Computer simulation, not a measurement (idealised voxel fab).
process module | voxel tone inversion
cross-section cut | 290 nm wide | cells 5 nm
A cross-section is a grid of square cells, given in bands from the top down. A band is one or more rows of cells.
Each band's line starts with the height of the band's top and of its bottom, in nm. Then come its materials from left to right, each with its width in nm. One material with "throughout" fills the band from edge to edge. "air" is empty space.
Height 0 is the level under which the wafer as received is all one material. The lowest band goes on downwards, as in "0 down".
A width such as "30 to 40" changes by the same amount from each row of cells to the next, from the band's top row to its bottom row.
"no change" after a step means that no cell of the cross-section changed.
closed voids: empty space of 8 cells or more with no open way to the top, each as width x height at its distance from the left edge, in nm
after a step's settings: what the simulator itself notes on the step
overlay nm, on a step with a mask: how far to the right of its planned place the mask lay; to the left if negative
plan
1 op RECEIVE | material Si
2 op CONFORMAL_DEP | material SiCN | thk nm 5
3 op DIRECTIONAL_DEP | material aC | thk nm 15
4 op PATTERN | tone cover | mask id POSTS | material resist | width nm 15 | pitch nm 45 | thk nm 20 | overlay nm 0
5 op DIRECTIONAL_ETCH | etch materials aC | depth nm 15
6 op STRIP | etch materials resist
7 op FILL_DEP | material SiO2 | thk nm 10
8 op CMP | height nm 20
9 op STRIP | etch materials aC
as received, after step 1
  0 down: Si throughout
  closed voids: none
first wafer at the end, as planned
  20 to 5: SiO2 115 | air 15 | SiO2 30 | air 15 | SiO2 115
  5 to 0: SiCN throughout
  0 down: Si throughout
  closed voids: none
second wafer at the end: like start, like plan, one mistake
  10 to 5: SiO2 115 | air 15 | SiO2 30 | air 15 | SiO2 115
  5 to 0: SiCN throughout
  0 down: Si throughout
  closed voids: none
what went wrong: step 8 ran as: op CMP | height nm 10
at the end the second wafer has, in cells: 104 fewer of SiO2
